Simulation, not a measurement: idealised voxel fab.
process module | voxel quadruple lines
cross-section cut | 140 nm wide | cells 5 nm
A cross-section is a grid of square cells, given in bands from the top down. A band is one or more rows of cells.
Each band's line starts with the height of the band's top and of its bottom, in nm. Then come its materials from left to right, each with its width in nm. One material with "throughout" fills the band from edge to edge. "air" is empty space.
Height 0 is the level under which the wafer as received is all one material. The lowest band goes on downwards, as in "0 down".
A width such as "30 to 40" changes by the same amount from each row of cells to the next, from the band's top row to its bottom row.
"no change" after a step means that no cell of the cross-section changed.
closed voids: empty space of 8 cells or more with no open way to the top, each as width x height at its distance from the left edge, in nm
after a step's settings: what the simulator itself notes on the step
overlay nm, on a step with a mask: how far to the right of its planned place the mask lay; to the left if negative
plan
1 op RECEIVE | material Si
2 op CONFORMAL_DEP | material SiO2 | thk nm 5
3 op DIRECTIONAL_DEP | material TiN | thk nm 10
4 op DIRECTIONAL_DEP | material polySi | thk nm 20
5 op DIRECTIONAL_DEP | material aC | thk nm 20
6 op PATTERN | tone cover | mask id MANDREL | material resist | width nm 20 | pitch nm 60 | thk nm 30 | overlay nm 0
7 op DIRECTIONAL_ETCH | etch materials aC | depth nm 20
8 op STRIP | etch materials resist
9 op CONFORMAL_DEP | material SiO2 | thk nm 10
10 op DIRECTIONAL_ETCH | etch materials SiO2 | depth nm 10
11 op STRIP | etch materials aC
12 op DIRECTIONAL_ETCH | etch materials polySi | depth nm 20
13 op STRIP | etch materials SiO2
14 op CONFORMAL_DEP | material SiCN | thk nm 5
15 op DIRECTIONAL_ETCH | etch materials SiCN | depth nm 5
16 op STRIP | etch materials polySi
17 op DIRECTIONAL_ETCH | etch materials TiN | depth nm 10
18 op STRIP | etch materials SiCN
19 op FILL_DEP | material lowk | thk nm 10
20 op CMP | height nm 15
first wafer, as planned
as received, after step 1
  0 down: Si throughout
  closed voids: none
after step 2
  5 to 0: SiO2 throughout
  below 0: unchanged
after step 3
  15 to 5: TiN throughout
  below 5: unchanged
after step 4
  35 to 15: polySi throughout
  below 15: unchanged
after step 5
  55 to 35: aC throughout
  below 35: unchanged
after step 6
  85 to 55: air 30 | resist 20 | air 40 | resist 20 | air 30
  below 55: unchanged
after step 7
  65 to 55: air 30 | resist 20 | air 40 | resist 20 | air 30
  55 to 35: air 30 | aC 20 | air 40 | aC 20 | air 30
  below 35: unchanged
after step 8
  55 to 35: air 30 | aC 20 | air 40 | aC 20 | air 30
  below 35: unchanged
after step 9
  65 to 55: air 20 | SiO2 40 | air 20 | SiO2 40 | air 20
  55 to 45: air 20 | SiO2 10 | aC 20 | SiO2 10 | air 20 | SiO2 10 | aC 20 | SiO2 10 | air 20
  45 to 35: SiO2 30 | aC 20 | SiO2 40 | aC 20 | SiO2 30
  below 35: unchanged
after step 10
  55 to 35: air 20 | SiO2 10 | aC 20 | SiO2 10 | air 20 | SiO2 10 | aC 20 | SiO2 10 | air 20
  below 35: unchanged
after step 11
  55 to 35: air 20 | SiO2 10 | air 20 | SiO2 10 | air 20 | SiO2 10 | air 20 | SiO2 10 | air 20
  below 35: unchanged
after step 12
  55 to 35: air 20 | SiO2 10 | air 20 | SiO2 10 | air 20 | SiO2 10 | air 20 | SiO2 10 | air 20
  35 to 15: air 20 | polySi 10 | air 20 | polySi 10 | air 20 | polySi 10 | air 20 | polySi 10 | air 20
  below 15: unchanged
after step 13
  35 to 15: air 20 | polySi 10 | air 20 | polySi 10 | air 20 | polySi 10 | air 20 | polySi 10 | air 20
  below 15: unchanged
after step 14
  40 to 35: air 15 | SiCN 20 | air 10 | SiCN 20 | air 10 | SiCN 20 | air 10 | SiCN 20 | air 15
  35 to 20: air 15 | SiCN 5 | polySi 10 | SiCN 5 | air 10 | SiCN 5 | polySi 10 | SiCN 5 | air 10 | SiCN 5 | polySi 10 | SiCN 5 | air 10 | SiCN 5 | polySi 10 | SiCN 5 | air 15
  20 to 15: SiCN 20 | polySi 10 | SiCN 20 | polySi 10 | SiCN 20 | polySi 10 | SiCN 20 | polySi 10 | SiCN 20
  below 15: unchanged
after step 15
  35 to 15: air 15 | SiCN 5 | polySi 10 | SiCN 5 | air 10 | SiCN 5 | polySi 10 | SiCN 5 | air 10 | SiCN 5 | polySi 10 | SiCN 5 | air 10 | SiCN 5 | polySi 10 | SiCN 5 | air 15
  below 15: unchanged
after step 16
  35 to 15: air 15 | SiCN 5 | air 10 | SiCN 5 | air 10 | SiCN 5 | air 10 | SiCN 5 | air 10 | SiCN 5 | air 10 | SiCN 5 | air 10 | SiCN 5 | air 10 | SiCN 5 | air 15
  below 15: unchanged
after step 17
  35 to 15: air 15 | SiCN 5 | air 10 | SiCN 5 | air 10 | SiCN 5 | air 10 | SiCN 5 | air 10 | SiCN 5 | air 10 | SiCN 5 | air 10 | SiCN 5 | air 10 | SiCN 5 | air 15
  15 to 5: air 15 | TiN 5 | air 10 | TiN 5 | air 10 | TiN 5 | air 10 | TiN 5 | air 10 | TiN 5 | air 10 | TiN 5 | air 10 | TiN 5 | air 10 | TiN 5 | air 15
  below 5: unchanged
after step 18
  15 to 5: air 15 | TiN 5 | air 10 | TiN 5 | air 10 | TiN 5 | air 10 | TiN 5 | air 10 | TiN 5 | air 10 | TiN 5 | air 10 | TiN 5 | air 10 | TiN 5 | air 15
  below 5: unchanged
after step 19
  25 to 15: lowk throughout
  15 to 5: lowk 15 | TiN 5 | lowk 10 | TiN 5 | lowk 10 | TiN 5 | lowk 10 | TiN 5 | lowk 10 | TiN 5 | lowk 10 | TiN 5 | lowk 10 | TiN 5 | lowk 10 | TiN 5 | lowk 15
  below 5: unchanged
after step 20
  15 to 5: lowk 15 | TiN 5 | lowk 10 | TiN 5 | lowk 10 | TiN 5 | lowk 10 | TiN 5 | lowk 10 | TiN 5 | lowk 10 | TiN 5 | lowk 10 | TiN 5 | lowk 10 | TiN 5 | lowk 15
  below 5: unchanged
second wafer: like start, like plan, one mistake. Through step 18 it matches the first wafer
when step 19 should have ended
  25 to 15: SiCN throughout
  15 to 5: SiCN 15 | TiN 5 | SiCN 10 | TiN 5 | SiCN 10 | TiN 5 | SiCN 10 | TiN 5 | SiCN 10 | TiN 5 | SiCN 10 | TiN 5 | SiCN 10 | TiN 5 | SiCN 10 | TiN 5 | SiCN 15
  below 5: unchanged
when step 20 should have ended
  15 to 5: SiCN 15 | TiN 5 | SiCN 10 | TiN 5 | SiCN 10 | TiN 5 | SiCN 10 | TiN 5 | SiCN 10 | TiN 5 | SiCN 10 | TiN 5 | SiCN 10 | TiN 5 | SiCN 10 | TiN 5 | SiCN 15
  below 5: unchanged
what went wrong: step 19 ran as: op FILL_DEP | material SiCN | thk nm 10
at the end the second wafer has, in cells: 40 more of SiCN | 40 fewer of lowk
